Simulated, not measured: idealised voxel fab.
Process module in this document: voxel self aligned vias
cross-section cut | 270 nm wide | cells 5 nm
When this document writes out a cross-section, it uses a grid of square cells and lists it as bands, beginning at the top and moving down, with a band standing for one or more rows of cells. What a band's entry tells you: where the top is and where the bottom is, as heights in nm, and after that what lies inside, material by material from left to right, each with its width in nm. Empty space is written as the word "blank", and a single material marked with the word "edge to edge" occupies the band from edge to edge. Zero point of the height axis is 0; under it, received wafer = one material. Lowest band: continues down indefinitely, "0 down". The two numbers in a width such as "30..40" mark its ends across the band: the first belongs to the top row of cells, the second to the bottom row, and from each row to the next the width moves by the same amount. Step marked "no modification"? Then no cell in the cross-section changed in it. Entry "Sealed void list". Content: empty spaces with no open connection to the top, size 8 cells or greater. Each: width x height at distance. Distance: from left edge. Unit: nm. after a step's settings: what the simulator itself notes on the step. Among the settings permitted on a step's line is "overlay nm"; applied to a step with a mask, it specifies the extent to which the mask lay to the right of its planned position, whereas a negative figure signifies a position to the left.

# The following list gives the planned process steps
1. RECEIVE: material Si
2. CONFORMAL_DEP: material SiO2, thk nm 5
3. CONFORMAL_DEP: material SiCN, thk nm 5
4. DIRECTIONAL_DEP: material lowk, thk nm 20
5. MASKED_ETCH: tone open, mask id LINES, width nm 20, pitch nm 70, etch materials lowk, depth nm 20, overlay nm 0
6. CONFORMAL_DEP: material TiN, thk nm 5
7. FILL_DEP: material Ru, thk nm 10
8. CMP: height nm 35
9. SELECTIVE_ETCH: etch materials W Ru TiN, depth nm 5
10. FILL_DEP: material SiN, thk nm 5
11. CMP: height nm 35
12. DIRECTIONAL_DEP: material lowk, thk nm 20
13. DIRECTIONAL_DEP: material aC, thk nm 15
14. PATTERN: tone open, mask id VIAS, material resist, width nm 40, pitch nm 70, thk nm 30, overlay nm 0
15. DIRECTIONAL_ETCH: etch materials aC, depth nm 15
16. STRIP: etch materials resist
17. DIRECTIONAL_ETCH: etch materials lowk, depth nm 20
18. DIRECTIONAL_ETCH: etch materials SiN, depth nm 5
19. STRIP: etch materials aC
20. CONFORMAL_DEP: material TiN, thk nm 5
21. FILL_DEP: material Ru, thk nm 10
22. CMP: height nm 55
23. CONFORMAL_DEP: material SiCN, thk nm 5
Heads up: all these wafers start the same, and what changes between them is the thk nm in step 2. The value you see in the plan is just what the first wafer got.

# Incoming state of the first of several wafers in cross-section: after step 1
    0 down: Si edge to edge
    Sealed void list: none

# Below, a row for every wafer. Read it as the end-of-module picture: for each material the wafer shows its cells gained (+) or lost (-) since it was received, and then its closed voids
thk nm 5, +60 Ru, +108 SiCN, +38 SiN, +54 SiO2, +52 TiN, +336 lowk, Sealed void list: none
thk nm 10, +48 Ru, +108 SiCN, +108 SiO2, +48 TiN, +336 lowk, Sealed void list: none
thk nm 15, +44 Ru, +108 SiCN, +162 SiO2, +44 TiN, +290 lowk, Sealed void list: none
thk nm 20, +40 Ru, +108 SiCN, +216 SiO2, +40 TiN, +244 lowk, Sealed void list: none
thk nm 25, +40 Ru, +108 SiCN, +270 SiO2, +32 TiN, +198 lowk, Sealed void list: none
